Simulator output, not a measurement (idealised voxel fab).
process module | voxel gate over fins
cross-section cut | 225 nm wide | cells 5 nm
Bands, listed from the top down, are how a cross-section gets written in this document; the cross-section itself is a grid of square cells, and a band is one or more rows of them.
The entry gives the band's vertical extent as a top height and a bottom height in nm, then its horizontal make-up as materials from left to right, each with a width in nm. "air" stands for empty space; a single material marked "everywhere" fills the band edge to edge.
Convention: height 0 is the level below which the wafer, as received, is all one material. The lowest band does not terminate at the bottom but continues downward, represented as "top 0, no bottom".
The two numbers in a width such as "30 to 40" mark its ends across the band: the first belongs to the top row of cells, the second to the bottom row, and from each row to the next the width moves by the same amount.
What does "no change occurred" mean for a step? It means no cell of the cross-section changed in that step.
Each empty space that has no open way to the top and spans at least 8 cells appears under "Enclosed voids" as width x height at distance, the distance counted from the left edge, all in nm.
Heads up: the bit after the settings on a step's line is the simulator's remark on that step.
overlay nm: how far to the right of its planned place the mask lay on this masked step (negative: to the left).

### Set out below are the planned steps of the process
1 op RECEIVE | material Si
2 op CONFORMAL_DEP | material SiN | thk nm 5
3 op DIRECTIONAL_DEP | material aC | thk nm 15
4 op PATTERN | tone cover | mask id FINS | material resist | width nm 15 | pitch nm 40 | thk nm 35 | overlay nm 0
5 op DIRECTIONAL_ETCH | etch materials aC | depth nm 15
6 op STRIP | etch materials resist
7 op DIRECTIONAL_ETCH | etch materials SiN | depth nm 5
8 op DIRECTIONAL_ETCH | etch materials Si | depth nm 35
9 op STRIP | etch materials aC
10 op OXIDIZE | depth nm 5
11 op FILL_DEP | material SiO2 | thk nm 15
12 op CMP | height nm 5
13 op SELECTIVE_ETCH | etch materials SiO2 | depth nm 15
14 op STRIP | etch materials SiN
15 op CONFORMAL_DEP | material HfO2 | thk nm 5
16 op CONFORMAL_DEP | material TiN | thk nm 5
17 op CONFORMAL_DEP | material TiAl | thk nm 5
18 op CONFORMAL_DEP | material TiN | thk nm 5
19 op FILL_DEP | material W | thk nm 10
20 op CMP | height nm 25
21 op CONFORMAL_DEP | material SiCN | thk nm 5

### Cross-section: wafer on arrival = after step 1
	top 0, no bottom | Si everywhere
	Enclosed voids: none

### The first of the two wafers as seen in cross-section once the module was finished; processing followed the plan
	top 30, bottom 25 | SiCN everywhere
	top 25, bottom 20 | W everywhere
	top 20, bottom 15 | W (30)  TiN (165)  W (30)
	top 15, bottom 10 | W (30)  TiN (5)  TiAl (35)  TiN (5)  TiAl (35)  TiN (5)  TiAl (35)  TiN (5)  TiAl (35)  TiN (5)  W (30)
	top 10, bottom 5 | TiN (35)  TiAl (5)  TiN (25)  TiAl (5)  TiN (5)  TiAl (5)  TiN (25)  TiAl (5)  TiN (5)  TiAl (5)  TiN (25)  TiAl (5)  TiN (5)  TiAl (5)  TiN (25)  TiAl (5)  TiN (35)
	top 5, bottom 0 | TiAl (40)  TiN (5)  HfO2 (15)  TiN (5)  TiAl (15)  TiN (5)  HfO2 (15)  TiN (5)  TiAl (15)  TiN (5)  HfO2 (15)  TiN (5)  TiAl (15)  TiN (5)  HfO2 (15)  TiN (5)  TiAl (40)
	top 0, bottom -5 | TiN (45)  HfO2 (5)  Si (5)  HfO2 (5)  TiN (25)  HfO2 (5)  Si (5)  HfO2 (5)  TiN (25)  HfO2 (5)  Si (5)  HfO2 (5)  TiN (25)  HfO2 (5)  Si (5)  HfO2 (5)  TiN (45)
	top -5, bottom -10 | HfO2 (50)  Si (5)  HfO2 (35)  Si (5)  HfO2 (35)  Si (5)  HfO2 (35)  Si (5)  HfO2 (50)
	top -10, bottom -40 | SiO2 (50)  Si (5)  SiO2 (35)  Si (5)  SiO2 (35)  Si (5)  SiO2 (35)  Si (5)  SiO2 (50)
	top -40, no bottom | Si everywhere
	Enclosed voids: none

### second wafer at the end: like start, like plan, one mistake
	top 30, bottom 25 | SiCN everywhere
	top 25, bottom 20 | W everywhere
	top 20, bottom 15 | W (25)  TiN (175)  W (25)
	top 15, bottom 10 | W (25)  TiN (5)  TiAl (165)  TiN (5)  W (25)
	top 10, bottom 5 | TiN (30)  TiAl (5)  TiN (35)  TiAl (5)  TiN (35)  TiAl (5)  TiN (35)  TiAl (5)  TiN (35)  TiAl (5)  TiN (30)
	top 5, bottom 0 | TiAl (35)  TiN (5)  HfO2 (25)  TiN (5)  TiAl (5)  TiN (5)  HfO2 (25)  TiN (5)  TiAl (5)  TiN (5)  HfO2 (25)  TiN (5)  TiAl (5)  TiN (5)  HfO2 (25)  TiN (5)  TiAl (35)
	top 0, bottom -5 | TiN (40)  HfO2 (5)  Si (15)  HfO2 (5)  TiN (15)  HfO2 (5)  Si (15)  HfO2 (5)  TiN (15)  HfO2 (5)  Si (15)  HfO2 (5)  TiN (15)  HfO2 (5)  Si (15)  HfO2 (5)  TiN (40)
	top -5, bottom -10 | HfO2 (45)  Si (15)  HfO2 (25)  Si (15)  HfO2 (25)  Si (15)  HfO2 (25)  Si (15)  HfO2 (45)
	top -10, bottom -40 | SiO2 (45)  Si (15)  SiO2 (25)  Si (15)  SiO2 (25)  Si (15)  SiO2 (25)  Si (15)  SiO2 (45)
	top -40, no bottom | Si everywhere
	Enclosed voids: none
Finding, execution versus plan: rather than as planned, step 4 actually ran as op PATTERN | tone cover | mask id FINS | material resist | width nm 25 | pitch nm 40 | thk nm 35 | overlay nm 0
at the end the second wafer has, in cells: Si +64, SiO2 -48, TiAl -6, TiN -6, W -4
